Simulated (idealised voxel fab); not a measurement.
The process module that follows is named voxel released beams.
Square cells of 5 nm make up the cross-section cut, whose width is 195 nm.
Square cells in a grid make up a cross-section in this document, and the grid is given as bands, listed from the top down, each one or more rows of cells. Look at the band entry: it leads with the top's height and the bottom's height in nm. Then it lists the materials left to right, with a width in nm for each. The word "full width" on a single material says that material fills the band edge to edge. The word "blank" is empty space. Zero point of the height axis is 0; under it, received wafer = one material. Lowest band: continues down indefinitely, "from 0 down". Width "30 to 40": first value at the band's top row of cells, second value at its bottom row, equal change from row to row. You'll sometimes find "no alteration" written for a step, and that's the way of saying that nowhere in the cross-section did a cell change during that step. Voids not open to the top, 8 cells minimum: see "Enclosed void inventory". Written width x height at distance; distance is from the left edge; nm. Whatever follows a step's settings on its line is a remark the simulator itself makes about that step. overlay nm: step with mask; distance mask lay right of planned place; negative value = left of planned place.

PLANNED STEP LIST FOR THE PROCESS
1 op RECEIVE | material Si
2 op CONFORMAL_DEP | material SiN | thk nm 5
3 op DIRECTIONAL_DEP | material SiO2 | thk nm 15
4 op DIRECTIONAL_DEP | material aC | thk nm 10
5 op PATTERN | tone open | mask id ANCHOR | material resist | width nm 35 | thk nm 30 | overlay nm 0
6 op DIRECTIONAL_ETCH | etch materials aC | depth nm 10
7 op STRIP | etch materials resist
8 op DIRECTIONAL_ETCH | etch materials SiO2 | depth nm 15
9 op STRIP | etch materials aC
10 op CONFORMAL_DEP | material polySi | thk nm 15
11 op MASKED_ETCH | tone cover | mask id BEAM | width nm 120 | etch materials polySi | depth nm 15 | overlay nm 0
12 op STRIP | etch materials SiO2

THE FIRST WAFER OF TWO, PROCESSED AS PLANNED

CROSS-SECTIONAL VIEW OF THE WAFER IN ITS AS-RECEIVED CONDITION, CORRESPONDING TO THE STATE AFTER STEP 1
  from 0 down: Si full width
  Enclosed void inventory: none

AFTER STEP 2, IN CROSS-SECTION
  from 5 to 0: SiN full width
  Lower than 0, everything is as it was.

AFTER STEP 3, IN CROSS-SECTION
  from 20 to 5: SiO2 full width
  Lower than 5, everything is as it was.

AFTER STEP 4, IN CROSS-SECTION
  from 30 to 20: aC full width
  Lower than 20, everything is as it was.

AFTER STEP 5, IN CROSS-SECTION
  from 60 to 30: 40 of resist  35 of blank  120 of resist
  Lower than 30, everything is as it was.

AFTER STEP 6, IN CROSS-SECTION
  from 50 to 30: 40 of resist  35 of blank  120 of resist
  from 30 to 20: 40 of aC  35 of blank  120 of aC
  Lower than 20, everything is as it was.

AFTER STEP 7, IN CROSS-SECTION
  from 30 to 20: 40 of aC  35 of blank  120 of aC
  Lower than 20, everything is as it was.

AFTER STEP 8, IN CROSS-SECTION
  from 30 to 20: 40 of aC  35 of blank  120 of aC
  from 20 to 5: 40 of SiO2  35 of blank  120 of SiO2
  Lower than 5, everything is as it was.

AFTER STEP 9, IN CROSS-SECTION
  from 20 to 5: 40 of SiO2  35 of blank  120 of SiO2
  Lower than 5, everything is as it was.

AFTER STEP 10, IN CROSS-SECTION
  from 35 to 20: 55 of polySi  5 of blank  135 of polySi
  from 20 to 5: 40 of SiO2  35 of polySi  120 of SiO2
  Lower than 5, everything is as it was.

AFTER STEP 11, IN CROSS-SECTION
  from 35 to 20: 35 of blank  20 of polySi  5 of blank  95 of polySi  40 of blank
  Lower than 20, everything is as it was.

AFTER STEP 12, IN CROSS-SECTION
  from 35 to 20: 35 of blank  20 of polySi  5 of blank  95 of polySi  40 of blank
  from 20 to 5: 40 of blank  35 of polySi  120 of blank
  Lower than 5, everything is as it was.

COMPANION WAFER, THE SECOND OF TWO: SAME BEGINNING, SAME INTENDED SEQUENCE, ONE MISTAKE IN CARRYING IT OUT; THROUGH STEP 9 INCLUSIVE IT TRACKS THE FIRST EXACTLY

HERE IS THE SECOND WAFER IN CROSS-SECTION AT THE POINT WHERE STEP 10 OF THE PLAN SHOULD HAVE BEEN DONE
  from 50 to 20: polySi full width
  from 20 to 5: 40 of SiO2  35 of polySi  120 of SiO2
  Lower than 5, everything is as it was.

HERE IS THE SECOND WAFER IN CROSS-SECTION AT THE POINT WHERE STEP 11 OF THE PLAN SHOULD HAVE BEEN DONE
  from 50 to 35: 35 of blank  120 of polySi  40 of blank
  Lower than 35, everything is as it was.

Here is the second wafer in cross-section at the point where step 12 of the plan should have been done: no alteration
Where did the run depart from the plan? twice over, step 10 of the plan was run
Wrapping up, a cell-based count of both wafers puts the second over or under the first for these materials: SiO2 +96, polySi +120
